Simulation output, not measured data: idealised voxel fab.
Proc. module: voxel local oxidation
It is cross-section cut that appears here, measuring 150 nm in width, its square cells being 5 nm in size.
Format of a cross-section: grid, square cells. Given as bands. Order: top down. Band: one or more rows of cells.
What a band's entry tells you: where the top is and where the bottom is, as heights in nm, and after that what lies inside, material by material from left to right, each with its width in nm. Empty space is written as the word "air", and a single material marked with the word "edge to edge" occupies the band from edge to edge.
Height is counted from the level 0, under which the received wafer is composed throughout of one material. The lowest of the bands is not closed at the bottom but continues downward, in the notation "from 0 down".
Width: "30..40" (first number = top row, second number = bottom row, same change from row to row of cells).
What does "remained the same" mean for a step? It means no cell of the cross-section changed in that step.
"Cavities, closed": sealed empty spaces, 8 cells or more, no open way to top, listed width x height at distance, with distance from the left edge and width, height and distance in nm.
Post-settings text on a step line: simulator's own remark regarding the step.
A step line may carry the setting "overlay nm", which, for steps involving a mask, states the distance by which the mask lay to the right of its intended position; negative values denote displacement to the left.

[Intended process steps]
1,RECEIVE, material Si
2,OXIDIZE, depth nm 5
3,CONFORMAL_DEP, material SiN, thk nm 15
4,DIRECTIONAL_DEP, material aC, thk nm 15
5,PATTERN, tone cover, mask id ACTIVE, material resist, width nm 95, thk nm 30, overlay nm 0
6,DIRECTIONAL_ETCH, etch materials aC, depth nm 15
7,STRIP, etch materials resist
8,DIRECTIONAL_ETCH, etch materials SiN, depth nm 15
9,STRIP, etch materials aC
10,SELECTIVE_ETCH, etch materials SiO2, depth nm 5
11,OXIDIZE, depth nm 15
12,STRIP, etch materials SiN

[On the first of the two wafers: run conducted according to plan]

[Received-state cross-section, reflecting completion of step 1]
> from 0 down = Si edge to edge
> Cavities, closed: none

[Cross-section: wafer state after step 2]
> from 0 to -5 = SiO2 edge to edge
> Beneath the level -5, the cross-section is identical to its previous state.

[Cross-section: wafer state after step 3]
> from 15 to 0 = SiN edge to edge
> Beneath the level 0, the cross-section is identical to its previous state.

[Cross-section: wafer state after step 4]
> from 30 to 15 = aC edge to edge
> Beneath the level 15, the cross-section is identical to its previous state.

[Cross-section: wafer state after step 5]
> from 60 to 30 = air: 25, resist: 95, air: 30
> Beneath the level 30, the cross-section is identical to its previous state.

[Cross-section: wafer state after step 6]
> from 45 to 30 = air: 25, resist: 95, air: 30
> from 30 to 15 = air: 25, aC: 95, air: 30
> Beneath the level 15, the cross-section is identical to its previous state.

[Cross-section: wafer state after step 7]
> from 30 to 15 = air: 25, aC: 95, air: 30
> Beneath the level 15, the cross-section is identical to its previous state.

[Cross-section: wafer state after step 8]
> from 30 to 15 = air: 25, aC: 95, air: 30
> from 15 to 0 = air: 25, SiN: 95, air: 30
> Beneath the level 0, the cross-section is identical to its previous state.

[Cross-section: wafer state after step 9]
> from 15 to 0 = air: 25, SiN: 95, air: 30
> Beneath the level 0, the cross-section is identical to its previous state.

[Cross-section: wafer state after step 10]
> from 15 to 0 = air: 25, SiN: 95, air: 30
> from 0 to -5 = air: 30, SiO2: 85, air: 35
> Beneath the level -5, the cross-section is identical to its previous state.

[Cross-section: wafer state after step 11]
> from 15 to 0 = air: 25, SiN: 95, air: 30
> from 0 to -5 = air: 30, SiO2: 85, air: 35
> from -5 to -20 = SiO2: 45, Si: 55, SiO2: 50
> Beneath the level -20, the cross-section is identical to its previous state.

[Cross-section: wafer state after step 12]
> from 0 to -5 = air: 30, SiO2: 85, air: 35
> Beneath the level -5, the cross-section is identical to its previous state.

[Second of two: same start, same plan, one run error; steps up to and including 6 match the first]

when step 7 should have ended: remained the same

[when step 8 should have ended]
> from 45 to 30 = air: 25, resist: 95, air: 30
> from 30 to 15 = air: 25, aC: 95, air: 30
> from 15 to 0 = air: 25, SiN: 95, air: 30
> Beneath the level 0, the cross-section is identical to its previous state.

[when step 9 should have ended]
> from 15 to 0 = air: 25, SiN: 95, air: 30
> Beneath the level 0, the cross-section is identical to its previous state.

[when step 10 should have ended]
> from 15 to 0 = air: 25, SiN: 95, air: 30
> from 0 to -5 = air: 30, SiO2: 85, air: 35
> Beneath the level -5, the cross-section is identical to its previous state.

[when step 11 should have ended]
> from 15 to 0 = air: 25, SiN: 95, air: 30
> from 0 to -5 = air: 30, SiO2: 85, air: 35
> from -5 to -20 = SiO2: 45, Si: 55, SiO2: 50
> Beneath the level -20, the cross-section is identical to its previous state.

[when step 12 should have ended]
> from 0 to -5 = air: 30, SiO2: 85, air: 35
> Beneath the level -5, the cross-section is identical to its previous state.
Short version of what went wrong: plan step 7 never ran because it was skipped
Same final cross-section on the two wafers, so the model's numbers don't move because of the mistake.
